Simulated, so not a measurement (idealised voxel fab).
process module | voxel ribs on slabs
In the cross-section labelled cut, the width is 175 nm and each square cell is 5 nm.
In what follows, cross-sections appear as grids of square cells, described through bands that run from the top down, where every band is one or more rows of cells.
What a band's entry tells you: where the top is and where the bottom is, as heights in nm, and after that what lies inside, material by material from left to right, each with its width in nm. Empty space is written as the word "air", and a single material marked with the word "full width" occupies the band from edge to edge.
Height datum 0, below which the as-received substrate wafer is one material. Lowest band open at the bottom, running downward: "top 0, no bottom".
Width: "30..40" (first number = top row, second number = bottom row, same change from row to row of cells).
"nothing was modified" after a step means that no cell of the cross-section changed.
The label "Completely enclosed voids" introduces a list of the empty spaces, 8 cells or larger, that have no open way up to the top; each entry in it reads width x height at distance, where the distance is taken from the left edge and all three are stated in nm.
Text after the settings on a step's line: the simulator's own remark on that step.
Steps that use a mask can have "overlay nm" on their line. It says how far the mask sat to the right of where it was meant to be. Negative means to the left.

List of planned process steps:
1. RECEIVE, material Si
2. DIRECTIONAL_DEP, material SiO2, thk nm 20
3. DIRECTIONAL_DEP, material polySi, thk nm 20
4. PATTERN, tone cover, mask id RIB, material resist, width nm 20, thk nm 20, overlay nm 0
5. DIRECTIONAL_ETCH, etch materials polySi, depth nm 10
6. STRIP, etch materials resist
7. MASKED_ETCH, tone cover, mask id SLAB, width nm 50, etch materials polySi, depth nm 10, overlay nm 0
8. FILL_DEP, material SiO2, thk nm 25
9. CMP, height nm 60
10. DIRECTIONAL_DEP, material TiN, thk nm 5
11. MASKED_ETCH, tone cover, mask id HEATER, width nm 30, etch materials TiN, depth nm 5, overlay nm 0
12. CONFORMAL_DEP, material SiN, thk nm 5

Cross-section of the wafer upon arrival, representing the state reached after step 1:
* top 0, no bottom: Si full width
* Completely enclosed voids: none

What the wafer looks like in cross-section after this module, when it starts as shown above and follows the plan above but one mistake is made in running it:
* top 70, bottom 65: 75 air, 40 SiN, 60 air
* top 65, bottom 60: 80 SiN, 30 TiN, 65 SiN
* top 60, bottom 40: SiO2 full width
* top 40, bottom 30: 75 SiO2, 20 polySi, 80 SiO2
* top 30, bottom 20: 60 SiO2, 50 polySi, 65 SiO2
* top 20, bottom 0: SiO2 full width
* top 0, no bottom: Si full width
* Completely enclosed voids: none
Against the plan, the run slipped here: step 11 off recipe, ran as MASKED_ETCH, tone cover, mask id HEATER, width nm 30, etch materials TiN, depth nm 5, overlay nm 10
